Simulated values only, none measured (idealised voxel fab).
The following process module bears the name voxel quadruple lines.
Square cells of 5 nm make up the cross-section cut, whose width is 260 nm.
Heads up, the way a cross-section reads in here is a grid of square cells, handed over as bands from the top down, with every band being one or more rows of cells.
First you get the band's top height and its bottom height, in nm, and then the materials it's made of, left to right, with each width in nm. If you see a single material with "all across", that one covers the band edge to edge. "blank" is empty space.
Heads up on the height convention: 0 is the point under which the incoming wafer is all one material, and the lowest band has no bottom, it just keeps going down, like "0 and below".
Top row gets the first number, bottom row gets the second, and each row in between changes by the same step: that is how a band width like "30..40" works.
"nothing was modified", as given for a step, is the statement that not any cell of the cross-section underwent a change during that step.
"Catalogued sealed voids" enumerates empty spaces isolated from the top, with no open way to it, that contain at least 8 cells, giving each as width x height at distance from the left edge, all three in nm.
Formally, on a step line, whatever follows the settings is a remark that the simulator itself makes on the step.
A step line may carry the setting "overlay nm", which, for steps involving a mask, states the distance by which the mask lay to the right of its intended position; negative values denote displacement to the left.

So here's the lineup of process steps we planned:
1,RECEIVE: material Si
2,CONFORMAL_DEP: material Al2O3, thk nm 5
3,DIRECTIONAL_DEP: material Ru, thk nm 10
4,DIRECTIONAL_DEP: material polySi, thk nm 15
5,DIRECTIONAL_DEP: material aC, thk nm 25
6,PATTERN: tone cover, mask id MANDREL, material resist, width nm 30, pitch nm 80, thk nm 35, overlay nm 0
7,DIRECTIONAL_ETCH: etch materials aC, depth nm 25
8,STRIP: etch materials resist
9,CONFORMAL_DEP: material SiO2, thk nm 10
10,DIRECTIONAL_ETCH: etch materials SiO2, depth nm 10
11,STRIP: etch materials aC
12,DIRECTIONAL_ETCH: etch materials polySi, depth nm 15
13,STRIP: etch materials SiO2
14,CONFORMAL_DEP: material SiCN, thk nm 10
15,DIRECTIONAL_ETCH: etch materials SiCN, depth nm 10
16,STRIP: etch materials polySi
17,DIRECTIONAL_ETCH: etch materials Ru, depth nm 10
18,STRIP: etch materials SiCN

On the first of the two wafers: run conducted according to plan:

Wafer at receipt (post step 1), cross-section:
    0 and below = Si all across
    Catalogued sealed voids: none

After step 2:
    5 down to 0 = Al2O3 all across
    below 0: unchanged

After step 3:
    15 down to 5 = Ru all across
    below 5: unchanged

After step 4:
    30 down to 15 = polySi all across
    below 15: unchanged

After step 5:
    55 down to 30 = aC all across
    below 30: unchanged

After step 6:
    90 down to 55 = blank: 75; resist: 30; blank: 50; resist: 30; blank: 75
    below 55: unchanged

After step 7:
    65 down to 55 = blank: 75; resist: 30; blank: 50; resist: 30; blank: 75
    55 down to 30 = blank: 75; aC: 30; blank: 50; aC: 30; blank: 75
    below 30: unchanged

After step 8:
    55 down to 30 = blank: 75; aC: 30; blank: 50; aC: 30; blank: 75
    below 30: unchanged

After step 9:
    65 down to 55 = blank: 65; SiO2: 50; blank: 30; SiO2: 50; blank: 65
    55 down to 40 = blank: 65; SiO2: 10; aC: 30; SiO2: 10; blank: 30; SiO2: 10; aC: 30; SiO2: 10; blank: 65
    40 down to 30 = SiO2: 75; aC: 30; SiO2: 50; aC: 30; SiO2: 75
    below 30: unchanged

After step 10:
    55 down to 30 = blank: 65; SiO2: 10; aC: 30; SiO2: 10; blank: 30; SiO2: 10; aC: 30; SiO2: 10; blank: 65
    below 30: unchanged

After step 11:
    55 down to 30 = blank: 65; SiO2: 10; blank: 30; SiO2: 10; blank: 30; SiO2: 10; blank: 30; SiO2: 10; blank: 65
    below 30: unchanged

After step 12:
    55 down to 30 = blank: 65; SiO2: 10; blank: 30; SiO2: 10; blank: 30; SiO2: 10; blank: 30; SiO2: 10; blank: 65
    30 down to 15 = blank: 65; polySi: 10; blank: 30; polySi: 10; blank: 30; polySi: 10; blank: 30; polySi: 10; blank: 65
    below 15: unchanged

After step 13:
    30 down to 15 = blank: 65; polySi: 10; blank: 30; polySi: 10; blank: 30; polySi: 10; blank: 30; polySi: 10; blank: 65
    below 15: unchanged

After step 14:
    40 down to 30 = blank: 55; SiCN: 30; blank: 10; SiCN: 30; blank: 10; SiCN: 30; blank: 10; SiCN: 30; blank: 55
    30 down to 25 = blank: 55; SiCN: 10; polySi: 10; SiCN: 10; blank: 10; SiCN: 10; polySi: 10; SiCN: 10; blank: 10; SiCN: 10; polySi: 10; SiCN: 10; blank: 10; SiCN: 10; polySi: 10; SiCN: 10; blank: 55
    25 down to 15 = SiCN: 65; polySi: 10; SiCN: 30; polySi: 10; SiCN: 30; polySi: 10; SiCN: 30; polySi: 10; SiCN: 65
    below 15: unchanged

After step 15:
    30 down to 15 = blank: 55; SiCN: 10; polySi: 10; SiCN: 10; blank: 10; SiCN: 10; polySi: 10; SiCN: 10; blank: 10; SiCN: 10; polySi: 10; SiCN: 10; blank: 10; SiCN: 10; polySi: 10; SiCN: 10; blank: 55
    below 15: unchanged

After step 16:
    30 down to 15 = blank: 55; SiCN: 10; blank: 10; SiCN: 10; blank: 10; SiCN: 10; blank: 10; SiCN: 10; blank: 10; SiCN: 10; blank: 10; SiCN: 10; blank: 10; SiCN: 10; blank: 10; SiCN: 10; blank: 55
    below 15: unchanged

After step 17:
    30 down to 15 = blank: 55; SiCN: 10; blank: 10; SiCN: 10; blank: 10; SiCN: 10; blank: 10; SiCN: 10; blank: 10; SiCN: 10; blank: 10; SiCN: 10; blank: 10; SiCN: 10; blank: 10; SiCN: 10; blank: 55
    15 down to 5 = blank: 55; Ru: 10; blank: 10; Ru: 10; blank: 10; Ru: 10; blank: 10; Ru: 10; blank: 10; Ru: 10; blank: 10; Ru: 10; blank: 10; Ru: 10; blank: 10; Ru: 10; blank: 55
    below 5: unchanged

After step 18:
    15 down to 5 = blank: 55; Ru: 10; blank: 10; Ru: 10; blank: 10; Ru: 10; blank: 10; Ru: 10; blank: 10; Ru: 10; blank: 10; Ru: 10; blank: 10; Ru: 10; blank: 10; Ru: 10; blank: 55
    below 5: unchanged

Here the second wafer is described. Its start and its plan were those of the first wafer. Its run contained one mistake. Up to and including step 5, it did exactly what the first wafer did:

When step 6 should have ended:
    90 down to 55 = blank: 75; resist: 35; blank: 45; resist: 35; blank: 70
    below 55: unchanged

When step 7 should have ended:
    65 down to 55 = blank: 75; resist: 35; blank: 45; resist: 35; blank: 70
    55 down to 30 = blank: 75; aC: 35; blank: 45; aC: 35; blank: 70
    below 30: unchanged

When step 8 should have ended:
    55 down to 30 = blank: 75; aC: 35; blank: 45; aC: 35; blank: 70
    below 30: unchanged

When step 9 should have ended:
    65 down to 55 = blank: 65; SiO2: 55; blank: 25; SiO2: 55; blank: 60
    55 down to 40 = blank: 65; SiO2: 10; aC: 35; SiO2: 10; blank: 25; SiO2: 10; aC: 35; SiO2: 10; blank: 60
    40 down to 30 = SiO2: 75; aC: 35; SiO2: 45; aC: 35; SiO2: 70
    below 30: unchanged

When step 10 should have ended:
    55 down to 30 = blank: 65; SiO2: 10; aC: 35; SiO2: 10; blank: 25; SiO2: 10; aC: 35; SiO2: 10; blank: 60
    below 30: unchanged

When step 11 should have ended:
    55 down to 30 = blank: 65; SiO2: 10; blank: 35; SiO2: 10; blank: 25; SiO2: 10; blank: 35; SiO2: 10; blank: 60
    below 30: unchanged

When step 12 should have ended:
    55 down to 30 = blank: 65; SiO2: 10; blank: 35; SiO2: 10; blank: 25; SiO2: 10; blank: 35; SiO2: 10; blank: 60
    30 down to 15 = blank: 65; polySi: 10; blank: 35; polySi: 10; blank: 25; polySi: 10; blank: 35; polySi: 10; blank: 60
    below 15: unchanged

When step 13 should have ended:
    30 down to 15 = blank: 65; polySi: 10; blank: 35; polySi: 10; blank: 25; polySi: 10; blank: 35; polySi: 10; blank: 60
    below 15: unchanged

When step 14 should have ended:
    40 down to 30 = blank: 55; SiCN: 30; blank: 15; SiCN: 30; blank: 5; SiCN: 30; blank: 15; SiCN: 30; blank: 50
    30 down to 25 = blank: 55; SiCN: 10; polySi: 10; SiCN: 10; blank: 15; SiCN: 10; polySi: 10; SiCN: 10; blank: 5; SiCN: 10; polySi: 10; SiCN: 10; blank: 15; SiCN: 10; polySi: 10; SiCN: 10; blank: 50
    25 down to 15 = SiCN: 65; polySi: 10; SiCN: 35; polySi: 10; SiCN: 25; polySi: 10; SiCN: 35; polySi: 10; SiCN: 60
    below 15: unchanged

When step 15 should have ended:
    30 down to 15 = blank: 55; SiCN: 10; polySi: 10; SiCN: 10; blank: 15; SiCN: 10; polySi: 10; SiCN: 10; blank: 5; SiCN: 10; polySi: 10; SiCN: 10; blank: 15; SiCN: 10; polySi: 10; SiCN: 10; blank: 50
    below 15: unchanged

When step 16 should have ended:
    30 down to 15 = blank: 55; SiCN: 10; blank: 10; SiCN: 10; blank: 15; SiCN: 10; blank: 10; SiCN: 10; blank: 5; SiCN: 10; blank: 10; SiCN: 10; blank: 15; SiCN: 10; blank: 10; SiCN: 10; blank: 50
    below 15: unchanged

When step 17 should have ended:
    30 down to 15 = blank: 55; SiCN: 10; blank: 10; SiCN: 10; blank: 15; SiCN: 10; blank: 10; SiCN: 10; blank: 5; SiCN: 10; blank: 10; SiCN: 10; blank: 15; SiCN: 10; blank: 10; SiCN: 10; blank: 50
    15 down to 5 = blank: 55; Ru: 10; blank: 10; Ru: 10; blank: 15; Ru: 10; blank: 10; Ru: 10; blank: 5; Ru: 10; blank: 10; Ru: 10; blank: 15; Ru: 10; blank: 10; Ru: 10; blank: 50
    below 5: unchanged

When step 18 should have ended:
    15 down to 5 = blank: 55; Ru: 10; blank: 10; Ru: 10; blank: 15; Ru: 10; blank: 10; Ru: 10; blank: 5; Ru: 10; blank: 10; Ru: 10; blank: 15; Ru: 10; blank: 10; Ru: 10; blank: 50
    below 5: unchanged
Diagnosis: step 6 was processed under conditions differing from the plan, specifically as PATTERN: tone cover, mask id MANDREL, material resist, width nm 35, pitch nm 80, thk nm 35, overlay nm 0
Upon completion, the cell count for each material on the second wafer equals that on the first, whereas the spatial distribution of those cells differs.
